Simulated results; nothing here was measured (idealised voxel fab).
Proc. module: voxel quadruple lines
FYI the section here is cut, 290 nm wide, cells are 5 nm squares.
In what follows, cross-sections appear as grids of square cells, described through bands that run from the top down, where every band is one or more rows of cells.
First you get the band's top height and its bottom height, in nm, and then the materials it's made of, left to right, with each width in nm. If you see a single material with "edge to edge", that one covers the band edge to edge. "blank" is empty space.
Height datum 0, below which the as-received substrate wafer is one material. Lowest band open at the bottom, running downward: "z 0 and below".
Width spec "30->40" -> top row of cells at first value, bottom row at second value, equal per-row change in between.
The designation "remained unchanged", where it is given for a processing step, indicates that no cell of the cross-section was altered in the course of that step.
Enclosed voids (no open way to top), threshold 8 cells or more, entry "Voids, fully enclosed", notation width x height at distance, distance from left edge, nm.
On each step's line, the part that comes after the settings is the simulator's own comment on the step.
overlay nm: where the mask lay relative to plan, measured to the right, on steps with a mask; negatives go left.
-- The planned process steps are enumerated hereunder
1,RECEIVE,material Si
2,CONFORMAL_DEP,material SiO2,thk nm 10
3,DIRECTIONAL_DEP,material TiN,thk nm 15
4,DIRECTIONAL_DEP,material polySi,thk nm 20
5,DIRECTIONAL_DEP,material aC,thk nm 20
6,PATTERN,tone cover,mask id MANDREL,material resist,width nm 35,thk nm 25,overlay nm 0
7,DIRECTIONAL_ETCH,etch materials aC,depth nm 20
8,STRIP,etch materials resist
9,CONFORMAL_DEP,material SiO2,thk nm 15
10,DIRECTIONAL_ETCH,etch materials SiO2,depth nm 15
11,STRIP,etch materials aC
12,DIRECTIONAL_ETCH,etch materials polySi,depth nm 20
13,STRIP,etch materials SiO2
14,CONFORMAL_DEP,material SiN,thk nm 10
15,DIRECTIONAL_ETCH,etch materials SiN,depth nm 10
16,STRIP,etch materials polySi
17,DIRECTIONAL_ETCH,etch materials TiN,depth nm 15
18,STRIP,etch materials SiN
19,FILL_DEP,material lowk,thk nm 10
20,CMP,height nm 25
-- The first of two wafers, run as planned
-- So this is the incoming wafer in cross-section - it's already been through step 1
	z 0 and below: Si edge to edge
	Voids, fully enclosed: none
-- Cross-section of the wafer subsequent to step 2
	z 10 to 0: SiO2 edge to edge
	At heights below 0, the structure remains unaltered.
-- Cross-section of the wafer subsequent to step 3
	z 25 to 10: TiN edge to edge
	At heights below 10, the structure remains unaltered.
-- Cross-section of the wafer subsequent to step 4
	z 45 to 25: polySi edge to edge
	At heights below 25, the structure remains unaltered.
-- Cross-section of the wafer subsequent to step 5
	z 65 to 45: aC edge to edge
	At heights below 45, the structure remains unaltered.
-- Cross-section of the wafer subsequent to step 6
	z 90 to 65: blank (125); resist (35); blank (130)
	At heights below 65, the structure remains unaltered.
-- Cross-section of the wafer subsequent to step 7
	z 70 to 65: blank (125); resist (35); blank (130)
	z 65 to 45: blank (125); aC (35); blank (130)
	At heights below 45, the structure remains unaltered.
-- Cross-section of the wafer subsequent to step 8
	z 65 to 45: blank (125); aC (35); blank (130)
	At heights below 45, the structure remains unaltered.
-- Cross-section of the wafer subsequent to step 9
	z 80 to 65: blank (110); SiO2 (65); blank (115)
	z 65 to 60: blank (110); SiO2 (15); aC (35); SiO2 (15); blank (115)
	z 60 to 45: SiO2 (125); aC (35); SiO2 (130)
	At heights below 45, the structure remains unaltered.
-- Cross-section of the wafer subsequent to step 10
	z 65 to 45: blank (110); SiO2 (15); aC (35); SiO2 (15); blank (115)
	At heights below 45, the structure remains unaltered.
-- Cross-section of the wafer subsequent to step 11
	z 65 to 45: blank (110); SiO2 (15); blank (35); SiO2 (15); blank (115)
	At heights below 45, the structure remains unaltered.
-- Cross-section of the wafer subsequent to step 12
	z 65 to 45: blank (110); SiO2 (15); blank (35); SiO2 (15); blank (115)
	z 45 to 25: blank (110); polySi (15); blank (35); polySi (15); blank (115)
	At heights below 25, the structure remains unaltered.
-- Cross-section of the wafer subsequent to step 13
	z 45 to 25: blank (110); polySi (15); blank (35); polySi (15); blank (115)
	At heights below 25, the structure remains unaltered.
-- Cross-section of the wafer subsequent to step 14
	z 55 to 45: blank (100); SiN (35); blank (15); SiN (35); blank (105)
	z 45 to 35: blank (100); SiN (10); polySi (15); SiN (10); blank (15); SiN (10); polySi (15); SiN (10); blank (105)
	z 35 to 25: SiN (110); polySi (15); SiN (35); polySi (15); SiN (115)
	At heights below 25, the structure remains unaltered.
-- Cross-section of the wafer subsequent to step 15
	z 45 to 25: blank (100); SiN (10); polySi (15); SiN (10); blank (15); SiN (10); polySi (15); SiN (10); blank (105)
	At heights below 25, the structure remains unaltered.
-- Cross-section of the wafer subsequent to step 16
	z 45 to 25: blank (100); SiN (10); blank (15); SiN (10); blank (15); SiN (10); blank (15); SiN (10); blank (105)
	At heights below 25, the structure remains unaltered.
-- Cross-section of the wafer subsequent to step 17
	z 45 to 25: blank (100); SiN (10); blank (15); SiN (10); blank (15); SiN (10); blank (15); SiN (10); blank (105)
	z 25 to 10: blank (100); TiN (10); blank (15); TiN (10); blank (15); TiN (10); blank (15); TiN (10); blank (105)
	At heights below 10, the structure remains unaltered.
-- Cross-section of the wafer subsequent to step 18
	z 25 to 10: blank (100); TiN (10); blank (15); TiN (10); blank (15); TiN (10); blank (15); TiN (10); blank (105)
	At heights below 10, the structure remains unaltered.
-- Cross-section of the wafer subsequent to step 19
	z 35 to 25: lowk edge to edge
	z 25 to 10: lowk (100); TiN (10); lowk (15); TiN (10); lowk (15); TiN (10); lowk (15); TiN (10); lowk (105)
	At heights below 10, the structure remains unaltered.
-- Cross-section of the wafer subsequent to step 20
	z 25 to 10: lowk (100); TiN (10); lowk (15); TiN (10); lowk (15); TiN (10); lowk (15); TiN (10); lowk (105)
	At heights below 10, the structure remains unaltered.
-- Wafer two: like wafer one in start and plan, but with one mistake in execution; identical up to and including step 2
-- What the second wafer looks like in cross-section when step 3 should have wrapped up
	z 30 to 10: polySi edge to edge
	At heights below 10, the structure remains unaltered.
-- What the second wafer looks like in cross-section when step 4 should have wrapped up
	z 45 to 30: TiN edge to edge
	At heights below 30, the structure remains unaltered.
-- What the second wafer looks like in cross-section when step 5 should have wrapped up
	z 65 to 45: aC edge to edge
	At heights below 45, the structure remains unaltered.
-- What the second wafer looks like in cross-section when step 6 should have wrapped up
	z 90 to 65: blank (125); resist (35); blank (130)
	At heights below 65, the structure remains unaltered.
-- What the second wafer looks like in cross-section when step 7 should have wrapped up
	z 70 to 65: blank (125); resist (35); blank (130)
	z 65 to 45: blank (125); aC (35); blank (130)
	At heights below 45, the structure remains unaltered.
-- What the second wafer looks like in cross-section when step 8 should have wrapped up
	z 65 to 45: blank (125); aC (35); blank (130)
	At heights below 45, the structure remains unaltered.
-- What the second wafer looks like in cross-section when step 9 should have wrapped up
	z 80 to 65: blank (110); SiO2 (65); blank (115)
	z 65 to 60: blank (110); SiO2 (15); aC (35); SiO2 (15); blank (115)
	z 60 to 45: SiO2 (125); aC (35); SiO2 (130)
	At heights below 45, the structure remains unaltered.
-- What the second wafer looks like in cross-section when step 10 should have wrapped up
	z 65 to 45: blank (110); SiO2 (15); aC (35); SiO2 (15); blank (115)
	At heights below 45, the structure remains unaltered.
-- What the second wafer looks like in cross-section when step 11 should have wrapped up
	z 65 to 45: blank (110); SiO2 (15); blank (35); SiO2 (15); blank (115)
	At heights below 45, the structure remains unaltered.
What the second wafer looks like in cross-section when step 12 should have wrapped up: remained unchanged
-- What the second wafer looks like in cross-section when step 13 should have wrapped up
	z 45 to 30: TiN edge to edge
	At heights below 30, the structure remains unaltered.
-- What the second wafer looks like in cross-section when step 14 should have wrapped up
	z 55 to 45: SiN edge to edge
	At heights below 45, the structure remains unaltered.
-- What the second wafer looks like in cross-section when step 15 should have wrapped up
	z 45 to 30: TiN edge to edge
	At heights below 30, the structure remains unaltered.
What the second wafer looks like in cross-section when step 16 should have wrapped up: remained unchanged
-- What the second wafer looks like in cross-section when step 17 should have wrapped up
	z 30 to 10: polySi edge to edge
	At heights below 10, the structure remains unaltered.
What the second wafer looks like in cross-section when step 18 should have wrapped up: remained unchanged
-- What the second wafer looks like in cross-section when step 19 should have wrapped up
	z 40 to 30: lowk edge to edge
	At heights below 30, the structure remains unaltered.
-- What the second wafer looks like in cross-section when step 20 should have wrapped up
	z 25 to 10: polySi edge to edge
	At heights below 10, the structure remains unaltered.
Deviation noted in wafer processing: ran 3 and 4 in swapped order versus the plan
at the end the second wafer has, in cells: -24 TiN | -150 lowk | +174 polySi
